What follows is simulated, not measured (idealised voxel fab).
process module | voxel gate over fins
cross-section cut | 175 nm wide | cells 5 nm
A cross-section is a grid of square cells, given in bands from the top down. A band is one or more rows of cells.
Each band's line starts with the height of the band's top and of its bottom, in nm. Then come its materials from left to right, each with its width in nm. One material with "throughout" fills the band from edge to edge. "air" is empty space.
Height 0 is the level under which the wafer as received is all one material. The lowest band goes on downwards, as in "0 down".
A width such as "30 to 40" changes by the same amount from each row of cells to the next, from the band's top row to its bottom row.
"no change" after a step means that no cell of the cross-section changed.
closed voids: empty space of 8 cells or more with no open way to the top, each as width x height at its distance from the left edge, in nm
after a step's settings: what the simulator itself notes on the step
overlay nm, on a step with a mask: how far to the right of its planned place the mask lay; to the left if negative
plan
1 op RECEIVE | material Si
2 op CONFORMAL_DEP | material SiN | thk nm 10
3 op MASKED_ETCH | tone cover | mask id FINS | width nm 15 | pitch nm 35 | etch materials SiN | depth nm 10 | overlay nm -10
4 op MASKED_ETCH | tone cover | mask id FINS | width nm 15 | pitch nm 35 | etch materials Si | depth nm 35 | overlay nm 0
5 op OXIDIZE | depth nm 5
6 op FILL_DEP | material SiO2 | thk nm 15
7 op CMP | height nm 10
8 op SELECTIVE_ETCH | etch materials SiO2 | depth nm 20
9 op STRIP | etch materials SiN
10 op CONFORMAL_DEP | material HfO2 | thk nm 5
11 op CONFORMAL_DEP | material TiN | thk nm 5
12 op FILL_DEP | material W | thk nm 10
13 op CMP | height nm 15
14 op CONFORMAL_DEP | material SiN | thk nm 10
varied across the wafers: overlay nm of step 3. The plan shows the first wafer's value. All wafers start alike
first wafer as received, after step 1
  0 down: Si throughout
  closed voids: none
each wafer at the end: cells of each material gained (+) or lost (-) since it was received, then its closed voids
overlay nm -10 | +51 HfO2 | -192 Si | +70 SiN | +138 SiO2 | +51 TiN | +57 W | closed voids: none
overlay nm -5 | +51 HfO2 | -220 Si | +70 SiN | +162 SiO2 | +51 TiN | +61 W | closed voids: none
overlay nm 0 | +51 HfO2 | -248 Si | +70 SiN | +186 SiO2 | +51 TiN | +65 W | closed voids: none
overlay nm 5 | +51 HfO2 | -220 Si | +70 SiN | +162 SiO2 | +51 TiN | +61 W | closed voids: none
overlay nm 10 | +51 HfO2 | -192 Si | +70 SiN | +138 SiO2 | +51 TiN | +57 W | closed voids: none
overlay nm 15 | +51 HfO2 | -164 Si | +70 SiN | +114 SiO2 | +48 TiN | +56 W | closed voids: none
